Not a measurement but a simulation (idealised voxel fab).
voxel double patterning: a process module
265 nm wide, 5 nm square cells: that's cross-section cut.
Cross-section spec: square-cell grid; bands listed top down; each band is one or more rows.
Look at the band entry: it leads with the top's height and the bottom's height in nm. Then it lists the materials left to right, with a width in nm for each. The word "throughout" on a single material says that material fills the band edge to edge. The word "blank" is empty space.
Beneath 0, the wafer as received is one material, and that level is where height counting begins. The lowest band goes on downward without a bottom; it is written like "0 -> down".
When a width is written as two numbers, as in "30 to 40", the first number is the width in the top row of cells of the band and the second is the width in its bottom row, and the width changes by the same amount from each row to the next.
What does "remained unchanged" mean for a step? It means no cell of the cross-section changed in that step.
Each empty space that has no open way to the top and spans at least 8 cells appears under "Enclosed void entries" as width x height at distance, the distance counted from the left edge, all in nm.
Post-settings text on a step line: simulator's own remark regarding the step.
Among the settings permitted on a step's line is "overlay nm"; applied to a step with a mask, it specifies the extent to which the mask lay to the right of its planned position, whereas a negative figure signifies a position to the left.
-- List of planned process steps
| 1 | RECEIVE, material Si |
| 2 | CONFORMAL_DEP, material SiO2, thk nm 5 |
| 3 | DIRECTIONAL_DEP, material polySi, thk nm 20 |
| 4 | DIRECTIONAL_DEP, material SiN, thk nm 5 |
| 5 | PATTERN, tone open, mask id FIRST, material resist, width nm 15, pitch nm 50, thk nm 15, overlay nm 0 |
| 6 | DIRECTIONAL_ETCH, etch materials SiN, depth nm 5 |
| 7 | STRIP, etch materials resist |
| 8 | DIRECTIONAL_DEP, material aC, thk nm 10 |
| 9 | PATTERN, tone open, mask id SECOND, material resist, width nm 15, pitch nm 50, thk nm 30, overlay nm 0 |
| 10 | DIRECTIONAL_ETCH, etch materials aC, depth nm 10 |
| 11 | STRIP, etch materials resist |
| 12 | DIRECTIONAL_ETCH, etch materials SiN, depth nm 5 |
| 13 | STRIP, etch materials aC |
| 14 | DIRECTIONAL_ETCH, etch materials polySi, depth nm 20 |
| 15 | STRIP, etch materials SiN |
-- The first of the two wafers, which ran as planned
-- Cross-section: wafer on arrival = after step 1
    0 -> down | Si throughout
    Enclosed void entries: none
-- Wafer xsec, post step 2
    5 -> 0 | SiO2 throughout
    Below a height of 0, the structure has not been altered.
-- Wafer xsec, post step 3
    25 -> 5 | polySi throughout
    Below a height of 5, the structure has not been altered.
-- Wafer xsec, post step 4
    30 -> 25 | SiN throughout
    Below a height of 25, the structure has not been altered.
-- Wafer xsec, post step 5
    45 -> 30 | resist: 75, blank: 15, resist: 35, blank: 15, resist: 35, blank: 15, resist: 75
    Below a height of 30, the structure has not been altered.
-- Wafer xsec, post step 6
    45 -> 30 | resist: 75, blank: 15, resist: 35, blank: 15, resist: 35, blank: 15, resist: 75
    30 -> 25 | SiN: 75, blank: 15, SiN: 35, blank: 15, SiN: 35, blank: 15, SiN: 75
    Below a height of 25, the structure has not been altered.
-- Wafer xsec, post step 7
    30 -> 25 | SiN: 75, blank: 15, SiN: 35, blank: 15, SiN: 35, blank: 15, SiN: 75
    Below a height of 25, the structure has not been altered.
-- Wafer xsec, post step 8
    40 -> 35 | aC: 75, blank: 15, aC: 35, blank: 15, aC: 35, blank: 15, aC: 75
    35 -> 30 | aC throughout
    30 -> 25 | SiN: 75, aC: 15, SiN: 35, aC: 15, SiN: 35, aC: 15, SiN: 75
    Below a height of 25, the structure has not been altered.
-- Wafer xsec, post step 9
    70 -> 40 | resist: 100, blank: 15, resist: 35, blank: 15, resist: 100
    40 -> 35 | aC: 75, resist: 15, aC: 35, resist: 15, aC: 35, resist: 15, aC: 75
    Below a height of 35, the structure has not been altered.
-- Wafer xsec, post step 10
    60 -> 40 | resist: 100, blank: 15, resist: 35, blank: 15, resist: 100
    40 -> 35 | aC: 75, resist: 15, aC: 10, blank: 15, aC: 10, resist: 15, aC: 10, blank: 15, aC: 10, resist: 15, aC: 75
    35 -> 30 | aC: 100, blank: 15, aC: 35, blank: 15, aC: 100
    Below a height of 30, the structure has not been altered.
-- Wafer xsec, post step 11
    40 -> 35 | aC: 75, blank: 15, aC: 10, blank: 15, aC: 10, blank: 15, aC: 10, blank: 15, aC: 10, blank: 15, aC: 75
    Below a height of 35, the structure has not been altered.
-- Wafer xsec, post step 12
    40 -> 35 | aC: 75, blank: 15, aC: 10, blank: 15, aC: 10, blank: 15, aC: 10, blank: 15, aC: 10, blank: 15, aC: 75
    35 -> 30 | aC: 100, blank: 15, aC: 35, blank: 15, aC: 100
    30 -> 25 | SiN: 75, aC: 15, SiN: 10, blank: 15, SiN: 10, aC: 15, SiN: 10, blank: 15, SiN: 10, aC: 15, SiN: 75
    Below a height of 25, the structure has not been altered.
-- Wafer xsec, post step 13
    30 -> 25 | SiN: 75, blank: 15, SiN: 10, blank: 15, SiN: 10, blank: 15, SiN: 10, blank: 15, SiN: 10, blank: 15, SiN: 75
    Below a height of 25, the structure has not been altered.
-- Wafer xsec, post step 14
    30 -> 25 | SiN: 75, blank: 15, SiN: 10, blank: 15, SiN: 10, blank: 15, SiN: 10, blank: 15, SiN: 10, blank: 15, SiN: 75
    25 -> 5 | polySi: 75, blank: 15, polySi: 10, blank: 15, polySi: 10, blank: 15, polySi: 10, blank: 15, polySi: 10, blank: 15, polySi: 75
    Below a height of 5, the structure has not been altered.
-- Wafer xsec, post step 15
    25 -> 5 | polySi: 75, blank: 15, polySi: 10, blank: 15, polySi: 10, blank: 15, polySi: 10, blank: 15, polySi: 10, blank: 15, polySi: 75
    Below a height of 5, the structure has not been altered.
-- What follows concerns the second wafer, which started out like the first and was meant to follow the very same plan; one mistake crept in when it was run, but everything up to and including step 8 is the same as for the first wafer
-- Planned end of step 9: second wafer, cross-section
    70 -> 40 | resist: 100, blank: 20, resist: 30, blank: 20, resist: 95
    40 -> 35 | aC: 75, resist: 15, aC: 35, resist: 15, aC: 35, resist: 15, aC: 75
    Below a height of 35, the structure has not been altered.
-- Planned end of step 10: second wafer, cross-section
    60 -> 40 | resist: 100, blank: 20, resist: 30, blank: 20, resist: 95
    40 -> 35 | aC: 75, resist: 15, aC: 10, blank: 20, aC: 5, resist: 15, aC: 10, blank: 20, aC: 5, resist: 15, aC: 75
    35 -> 30 | aC: 100, blank: 20, aC: 30, blank: 20, aC: 95
    Below a height of 30, the structure has not been altered.
-- Planned end of step 11: second wafer, cross-section
    40 -> 35 | aC: 75, blank: 15, aC: 10, blank: 20, aC: 5, blank: 15, aC: 10, blank: 20, aC: 5, blank: 15, aC: 75
    Below a height of 35, the structure has not been altered.
-- Planned end of step 12: second wafer, cross-section
    40 -> 35 | aC: 75, blank: 15, aC: 10, blank: 20, aC: 5, blank: 15, aC: 10, blank: 20, aC: 5, blank: 15, aC: 75
    35 -> 30 | aC: 100, blank: 20, aC: 30, blank: 20, aC: 95
    30 -> 25 | SiN: 75, aC: 15, SiN: 10, blank: 20, SiN: 5, aC: 15, SiN: 10, blank: 20, SiN: 5, aC: 15, SiN: 75
    Below a height of 25, the structure has not been altered.
-- Planned end of step 13: second wafer, cross-section
    30 -> 25 | SiN: 75, blank: 15, SiN: 10, blank: 20, SiN: 5, blank: 15, SiN: 10, blank: 20, SiN: 5, blank: 15, SiN: 75
    Below a height of 25, the structure has not been altered.
-- Planned end of step 14: second wafer, cross-section
    30 -> 25 | SiN: 75, blank: 15, SiN: 10, blank: 20, SiN: 5, blank: 15, SiN: 10, blank: 20, SiN: 5, blank: 15, SiN: 75
    25 -> 5 | polySi: 75, blank: 15, polySi: 10, blank: 20, polySi: 5, blank: 15, polySi: 10, blank: 20, polySi: 5, blank: 15, polySi: 75
    Below a height of 5, the structure has not been altered.
-- Planned end of step 15: second wafer, cross-section
    25 -> 5 | polySi: 75, blank: 15, polySi: 10, blank: 20, polySi: 5, blank: 15, polySi: 10, blank: 20, polySi: 5, blank: 15, polySi: 75
    Below a height of 5, the structure has not been altered.
The plan and the run diverged here: contrary to plan, step 9 was performed as PATTERN, tone open, mask id SECOND, material resist, width nm 20, pitch nm 50, thk nm 30, overlay nm 0
In the final state, the cell counts of the second wafer exceed or fall short of those of the first for the following materials: 8 fewer of polySi
